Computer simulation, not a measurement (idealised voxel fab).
process module | voxel wiring stack
cross-section cut | 180 nm wide | cells 5 nm
A cross-section is a grid of square cells, given in bands from the top down. A band is one or more rows of cells.
Each band's line starts with the height of the band's top and of its bottom, in nm. Then come its materials from left to right, each with its width in nm. One material with "throughout" fills the band from edge to edge. "air" is empty space.
Height 0 is the level under which the wafer as received is all one material. The lowest band goes on downwards, as in "0 down".
A width such as "30 to 40" changes by the same amount from each row of cells to the next, from the band's top row to its bottom row.
"no change" after a step means that no cell of the cross-section changed.
closed voids: empty space of 8 cells or more with no open way to the top, each as width x height at its distance from the left edge, in nm
after a step's settings: what the simulator itself notes on the step
overlay nm, on a step with a mask: how far to the right of its planned place the mask lay; to the left if negative
plan
1 op RECEIVE | material Si
2 op CONFORMAL_DEP | material SiO2 | thk nm 10
3 op DIRECTIONAL_DEP | material TiN | thk nm 5
4 op DIRECTIONAL_DEP | material W | thk nm 20
5 op MASKED_ETCH | tone cover | mask id METAL_1 | width nm 25 | pitch nm 45 | etch materials W | depth nm 20 | overlay nm 0
6 op MASKED_ETCH | tone cover | mask id METAL_1 | width nm 25 | pitch nm 45 | etch materials TiN | depth nm 5 | overlay nm 0
7 op FILL_DEP | material SiO2 | thk nm 5
8 op CMP | height nm 35
9 op CONFORMAL_DEP | material SiCN | thk nm 5
10 op DIRECTIONAL_DEP | material lowk | thk nm 25
11 op DIRECTIONAL_DEP | material aC | thk nm 15
12 op PATTERN | tone open | mask id METAL_2_HOLES | material resist | width nm 15 | pitch nm 45 | thk nm 30 | overlay nm 0
13 op DIRECTIONAL_ETCH | etch materials aC | depth nm 15
14 op STRIP | etch materials resist
15 op DIRECTIONAL_ETCH | etch materials lowk | depth nm 25
16 op STRIP | etch materials aC
17 op PATTERN | tone open | mask id METAL_2 | material resist | width nm 25 | pitch nm 45 | thk nm 15 | overlay nm 0
18 op DIRECTIONAL_ETCH | etch materials lowk | depth nm 15
19 op DIRECTIONAL_ETCH | etch materials SiCN | depth nm 5
20 op STRIP | etch materials resist
21 op CONFORMAL_DEP | material TiN | thk nm 5
22 op FILL_DEP | material Cu | thk nm 10
23 op CMP | height nm 65
24 op CONFORMAL_DEP | material SiCN | thk nm 5
25 op DIRECTIONAL_DEP | material SiO2 | thk nm 25
26 op MASKED_ETCH | tone open | mask id METAL_3_HOLES | width nm 15 | pitch nm 45 | etch materials SiO2 | depth nm 25 | overlay nm 0
27 op DIRECTIONAL_DEP | material aC | thk nm 15
28 op PATTERN | tone open | mask id METAL_3 | material resist | width nm 25 | pitch nm 45 | thk nm 30 | overlay nm 0
29 op DIRECTIONAL_ETCH | etch materials aC | depth nm 15
30 op STRIP | etch materials resist
31 op DIRECTIONAL_ETCH | etch materials SiO2 | depth nm 15
32 op DIRECTIONAL_ETCH | etch materials SiCN | depth nm 5
33 op STRIP | etch materials aC
34 op CONFORMAL_DEP | material TiN | thk nm 5
35 op FILL_DEP | material Cu | thk nm 5
36 op CMP | height nm 95
37 op CONFORMAL_DEP | material SiCN | thk nm 5
first wafer, as planned
as received, after step 1
  0 down: Si throughout
  closed voids: none
after step 2
  10 to 0: SiO2 throughout
  below 0: unchanged
after step 3
  15 to 10: TiN throughout
  below 10: unchanged
after step 4
  35 to 15: W throughout
  below 15: unchanged
after step 5
  35 to 15: air 55 | W 25 | air 20 | W 25 | air 55
  below 15: unchanged
after step 6
  35 to 15: air 55 | W 25 | air 20 | W 25 | air 55
  15 to 10: air 55 | TiN 25 | air 20 | TiN 25 | air 55
  below 10: unchanged
after step 7
  40 to 35: SiO2 throughout
  35 to 15: SiO2 55 | W 25 | SiO2 20 | W 25 | SiO2 55
  15 to 10: SiO2 55 | TiN 25 | SiO2 20 | TiN 25 | SiO2 55
  below 10: unchanged
after step 8
  35 to 15: SiO2 55 | W 25 | SiO2 20 | W 25 | SiO2 55
  below 15: unchanged
after step 9
  40 to 35: SiCN throughout
  below 35: unchanged
after step 10
  65 to 40: lowk throughout
  below 40: unchanged
after step 11
  80 to 65: aC throughout
  below 65: unchanged
after step 12
  110 to 80: resist 55 | air 15 | resist 30 | air 15 | resist 65
  below 80: unchanged
after step 13
  95 to 80: resist 55 | air 15 | resist 30 | air 15 | resist 65
  80 to 65: aC 55 | air 15 | aC 30 | air 15 | aC 65
  below 65: unchanged
after step 14
  80 to 65: aC 55 | air 15 | aC 30 | air 15 | aC 65
  below 65: unchanged
after step 15
  80 to 65: aC 55 | air 15 | aC 30 | air 15 | aC 65
  65 to 40: lowk 55 | air 15 | lowk 30 | air 15 | lowk 65
  below 40: unchanged
after step 16
  65 to 40: lowk 55 | air 15 | lowk 30 | air 15 | lowk 65
  below 40: unchanged
after step 17
  80 to 65: resist 55 | air 25 | resist 20 | air 25 | resist 55
  below 65: unchanged
after step 18
  80 to 65: resist 55 | air 25 | resist 20 | air 25 | resist 55
  65 to 50: lowk 55 | air 25 | lowk 20 | air 25 | lowk 55
  below 50: unchanged
after step 19
  80 to 65: resist 55 | air 25 | resist 20 | air 25 | resist 55
  65 to 50: lowk 55 | air 25 | lowk 20 | air 25 | lowk 55
  50 to 40: lowk 55 | air 15 | lowk 30 | air 15 | lowk 65
  40 to 35: SiCN 55 | air 15 | SiCN 30 | air 15 | SiCN 65
  below 35: unchanged
after step 20
  65 to 50: lowk 55 | air 25 | lowk 20 | air 25 | lowk 55
  below 50: unchanged
after step 21
  70 to 65: TiN 60 | air 15 | TiN 30 | air 15 | TiN 60
  65 to 55: lowk 55 | TiN 5 | air 15 | TiN 5 | lowk 20 | TiN 5 | air 15 | TiN 5 | lowk 55
  55 to 50: lowk 55 | TiN 5 | air 5 | TiN 15 | lowk 20 | TiN 5 | air 5 | TiN 15 | lowk 55
  50 to 40: lowk 55 | TiN 5 | air 5 | TiN 5 | lowk 30 | TiN 5 | air 5 | TiN 5 | lowk 65
  40 to 35: SiCN 55 | TiN 15 | SiCN 30 | TiN 15 | SiCN 65
  below 35: unchanged
after step 22
  80 to 70: Cu throughout
  70 to 65: TiN 60 | Cu 15 | TiN 30 | Cu 15 | TiN 60
  65 to 55: lowk 55 | TiN 5 | Cu 15 | TiN 5 | lowk 20 | TiN 5 | Cu 15 | TiN 5 | lowk 55
  55 to 50: lowk 55 | TiN 5 | Cu 5 | TiN 15 | lowk 20 | TiN 5 | Cu 5 | TiN 15 | lowk 55
  50 to 40: lowk 55 | TiN 5 | Cu 5 | TiN 5 | lowk 30 | TiN 5 | Cu 5 | TiN 5 | lowk 65
  below 40: unchanged
after step 23
  65 to 55: lowk 55 | TiN 5 | Cu 15 | TiN 5 | lowk 20 | TiN 5 | Cu 15 | TiN 5 | lowk 55
  below 55: unchanged
after step 24
  70 to 65: SiCN throughout
  below 65: unchanged
after step 25
  95 to 70: SiO2 throughout
  below 70: unchanged
after step 26
  95 to 70: SiO2 55 | air 15 | SiO2 30 | air 15 | SiO2 65
  below 70: unchanged
after step 27
  110 to 95: aC 55 | air 15 | aC 30 | air 15 | aC 65
  95 to 85: SiO2 55 | air 15 | SiO2 30 | air 15 | SiO2 65
  85 to 70: SiO2 55 | aC 15 | SiO2 30 | aC 15 | SiO2 65
  below 70: unchanged
after step 28
  140 to 110: resist 55 | air 25 | resist 20 | air 25 | resist 55
  below 110: unchanged
after step 29
  125 to 110: resist 55 | air 25 | resist 20 | air 25 | resist 55
  110 to 95: aC 55 | air 25 | aC 20 | air 25 | aC 55
  95 to 70: SiO2 55 | air 15 | SiO2 30 | air 15 | SiO2 65
  below 70: unchanged
after step 30
  110 to 95: aC 55 | air 25 | aC 20 | air 25 | aC 55
  below 95: unchanged
after step 31
  110 to 95: aC 55 | air 25 | aC 20 | air 25 | aC 55
  95 to 80: SiO2 55 | air 25 | SiO2 20 | air 25 | SiO2 55
  below 80: unchanged
after step 32
  110 to 95: aC 55 | air 25 | aC 20 | air 25 | aC 55
  95 to 80: SiO2 55 | air 25 | SiO2 20 | air 25 | SiO2 55
  80 to 70: SiO2 55 | air 15 | SiO2 30 | air 15 | SiO2 65
  70 to 65: SiCN 55 | air 15 | SiCN 30 | air 15 | SiCN 65
  below 65: unchanged
after step 33
  95 to 80: SiO2 55 | air 25 | SiO2 20 | air 25 | SiO2 55
  below 80: unchanged
after step 34
  100 to 95: TiN 60 | air 15 | TiN 30 | air 15 | TiN 60
  95 to 85: SiO2 55 | TiN 5 | air 15 | TiN 5 | SiO2 20 | TiN 5 | air 15 | TiN 5 | SiO2 55
  85 to 80: SiO2 55 | TiN 5 | air 5 | TiN 15 | SiO2 20 | TiN 5 | air 5 | TiN 15 | SiO2 55
  80 to 70: SiO2 55 | TiN 5 | air 5 | TiN 5 | SiO2 30 | TiN 5 | air 5 | TiN 5 | SiO2 65
  70 to 65: SiCN 55 | TiN 15 | SiCN 30 | TiN 15 | SiCN 65
  below 65: unchanged
after step 35
  105 to 100: Cu throughout
  100 to 95: TiN 60 | Cu 15 | TiN 30 | Cu 15 | TiN 60
  95 to 85: SiO2 55 | TiN 5 | Cu 15 | TiN 5 | SiO2 20 | TiN 5 | Cu 15 | TiN 5 | SiO2 55
  85 to 80: SiO2 55 | TiN 5 | Cu 5 | TiN 15 | SiO2 20 | TiN 5 | Cu 5 | TiN 15 | SiO2 55
  80 to 70: SiO2 55 | TiN 5 | Cu 5 | TiN 5 | SiO2 30 | TiN 5 | Cu 5 | TiN 5 | SiO2 65
  below 70: unchanged
after step 36
  95 to 85: SiO2 55 | TiN 5 | Cu 15 | TiN 5 | SiO2 20 | TiN 5 | Cu 15 | TiN 5 | SiO2 55
  below 85: unchanged
after step 37
  100 to 95: SiCN throughout
  below 95: unchanged
second wafer: like start, like plan, one mistake. Through step 23 it matches the first wafer
when step 24 should have ended
  90 to 65: SiO2 throughout
  below 65: unchanged
when step 25 should have ended
  95 to 90: SiCN throughout
  below 90: unchanged
when step 26 should have ended: no change
when step 27 should have ended
  110 to 95: aC throughout
  below 95: unchanged
when step 28 should have ended
  140 to 110: resist 55 | air 25 | resist 20 | air 25 | resist 55
  below 110: unchanged
when step 29 should have ended
  125 to 110: resist 55 | air 25 | resist 20 | air 25 | resist 55
  110 to 95: aC 55 | air 25 | aC 20 | air 25 | aC 55
  below 95: unchanged
when step 30 should have ended
  110 to 95: aC 55 | air 25 | aC 20 | air 25 | aC 55
  below 95: unchanged
when step 31 should have ended: no change
when step 32 should have ended
  110 to 95: aC 55 | air 25 | aC 20 | air 25 | aC 55
  95 to 90: SiCN 55 | air 25 | SiCN 20 | air 25 | SiCN 55
  below 90: unchanged
when step 33 should have ended
  95 to 90: SiCN 55 | air 25 | SiCN 20 | air 25 | SiCN 55
  below 90: unchanged
when step 34 should have ended
  100 to 95: TiN 60 | air 15 | TiN 30 | air 15 | TiN 60
  95 to 90: SiCN 55 | TiN 25 | SiCN 20 | TiN 25 | SiCN 55
  below 90: unchanged
when step 35 should have ended
  105 to 100: Cu throughout
  100 to 95: TiN 60 | Cu 15 | TiN 30 | Cu 15 | TiN 60
  below 95: unchanged
when step 36 should have ended
  95 to 90: SiCN 55 | TiN 25 | SiCN 20 | TiN 25 | SiCN 55
  below 90: unchanged
when step 37 should have ended
  100 to 95: SiCN throughout
  below 95: unchanged
what went wrong: steps 24 and 25 were swapped
at the end the second wafer has, in cells: 18 fewer of Cu | 4 fewer of SiCN | 42 more of SiO2 | 20 fewer of TiN
